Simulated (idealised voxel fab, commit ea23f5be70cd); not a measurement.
Process module name: voxel capacitor over wiring
In the cross-section labelled cut, the width is 210 nm and each square cell is 5 nm.
How to read a cross-section here: the picture is a grid of square cells, written as bands going from the top down, and any band can span one or more rows of cells. Band entry format. Leading values: height of top, height of bottom, nm. Remainder: materials in left-to-right order, each with its width in nm. Special words: "full width" on a single material, which then fills the band edge to edge; "blank", empty space. Height reference: 0 = level under which incoming wafer is all one material. Lowest band: no bottom, runs on downward, e.g. "0..down". The width entry "30->40" should be interpreted row by row: the top row of cells in the band takes the first number, the bottom row takes the second number, and the change between adjacent rows is uniform throughout. Step marked "nothing changed"? Then no cell in the cross-section changed in it. You'll see "Closed void listing" listing empty spaces that have no way open to the top, as long as they're 8 cells or more; the notation is width x height at distance, where the distance is from the left edge, and all of it is in nm. If you see something after the settings on a step's line, that's the simulator's own remark about that step. overlay nm: mask right of planned place by this much (step with mask). Neg. = left.

## Planned step list for the process
1: RECEIVE, material Si
2: CONFORMAL_DEP, material SiO2, thk nm 10
3: CONFORMAL_DEP, material SiCN, thk nm 5
4: DIRECTIONAL_DEP, material SiO2, thk nm 25
5: PATTERN, tone open, mask id METAL_1, material resist, width nm 25, pitch nm 80, thk nm 20, overlay nm 0
6: DIRECTIONAL_ETCH, etch materials SiO2, depth nm 25
7: DIRECTIONAL_ETCH, etch materials SiCN, depth nm 5
8: STRIP, etch materials resist
9: CONFORMAL_DEP, material TiN, thk nm 5
10: FILL_DEP, material Ru, thk nm 10
11: CMP, height nm 40
12: CONFORMAL_DEP, material SiCN, thk nm 5
13: DIRECTIONAL_DEP, material lowk, thk nm 15
14: PATTERN, tone open, mask id PLUG_1, material resist, width nm 15, thk nm 15, overlay nm 0
15: DIRECTIONAL_ETCH, etch materials lowk, depth nm 15
16: DIRECTIONAL_ETCH, etch materials SiCN, depth nm 5
17: STRIP, etch materials resist
18: EPI, material Ru, thk nm 10
19: EPI, material Ru, thk nm 10
20: DIRECTIONAL_DEP, material TiN, thk nm 10
21: DIRECTIONAL_DEP, material Al2O3, thk nm 5
22: DIRECTIONAL_DEP, material TiN, thk nm 10
23: DIRECTIONAL_DEP, material aC, thk nm 10
24: PATTERN, tone cover, mask id UPPER_PLATE, material resist, width nm 60, thk nm 25, overlay nm 0
25: DIRECTIONAL_ETCH, etch materials aC, depth nm 10
26: STRIP, etch materials resist
27: DIRECTIONAL_ETCH, etch materials TiN, depth nm 10
28: DIRECTIONAL_ETCH, etch materials Al2O3, depth nm 5
29: STRIP, etch materials aC
30: DIRECTIONAL_DEP, material aC, thk nm 15
31: PATTERN, tone cover, mask id LOWER_PLATE, material resist, width nm 70, thk nm 30, overlay nm 0
32: DIRECTIONAL_ETCH, etch materials aC, depth nm 15
33: STRIP, etch materials resist
34: DIRECTIONAL_ETCH, etch materials TiN, depth nm 10
35: STRIP, etch materials aC
36: FILL_DEP, material SiO2, thk nm 15
37: CMP, height nm 95
38: DIRECTIONAL_DEP, material aC, thk nm 10
39: PATTERN, tone open, mask id PLUG_2, material resist, width nm 15, thk nm 25, overlay nm 0
40: DIRECTIONAL_ETCH, etch materials aC, depth nm 10
41: STRIP, etch materials resist
42: DIRECTIONAL_ETCH, etch materials SiO2, depth nm 10
43: STRIP, etch materials aC
44: CONFORMAL_DEP, material TiN, thk nm 5
45: FILL_DEP, material Cu, thk nm 5
46: CMP, height nm 95
47: CONFORMAL_DEP, material SiN, thk nm 5

## Cross-section of the wafer at receipt, which is the condition after step 1
* 0..down: Si full width
* Closed void listing: none

## The first of two wafers, cross-sectioned at the end of the module, with the run proceeding as planned
* 100..95: SiN full width
* 95..90: SiO2 (70)  TiN (5)  Cu (5)  TiN (5)  SiO2 (125)
* 90..85: SiO2 (70)  TiN (15)  SiO2 (125)
* 85..75: SiO2 (60)  TiN (60)  SiO2 (90)
* 75..70: SiO2 (60)  Al2O3 (60)  SiO2 (90)
* 70..60: SiO2 (55)  TiN (70)  SiO2 (85)
* 60..45: lowk (60)  Ru (15)  lowk (135)
* 45..40: SiCN (60)  Ru (15)  SiCN (135)
* 40..15: SiO2 (50)  TiN (5)  Ru (15)  TiN (5)  SiO2 (55)  TiN (5)  Ru (15)  TiN (5)  SiO2 (55)
* 15..10: SiCN (50)  TiN (25)  SiCN (55)  TiN (25)  SiCN (55)
* 10..0: SiO2 full width
* 0..down: Si full width
* Closed void listing: none

## Wafer two, end of module, cross-section. Same start, same plan as wafer one. One mistake in the run
* 100..95: SiN full width
* 95..85: SiO2 (60)  TiN (25)  SiO2 (125)
* 85..80: SiO2 (60)  Al2O3 (25)  TiN (35)  SiO2 (90)
* 80..75: SiO2 (55)  TiN (65)  SiO2 (90)
* 75..70: SiO2 (55)  TiN (30)  Al2O3 (35)  SiO2 (90)
* 70..60: SiO2 (50)  Ru (35)  TiN (40)  SiO2 (85)
* 60..45: lowk (60)  Ru (15)  lowk (135)
* 45..40: SiCN (60)  Ru (15)  SiCN (135)
* 40..15: SiO2 (50)  TiN (5)  Ru (15)  TiN (5)  SiO2 (55)  TiN (5)  Ru (15)  TiN (5)  SiO2 (55)
* 15..10: SiCN (50)  TiN (25)  SiCN (55)  TiN (25)  SiCN (55)
* 10..0: SiO2 full width
* 0..down: Si full width
* Closed void listing: none
Run error: step run twice: one of 18 and 19 (identical), unknown which
The second wafer ends with more or fewer cells of some materials than the first, per final count: 1 fewer of Cu; 14 more of Ru; 8 fewer of SiO2; 5 fewer of TiN
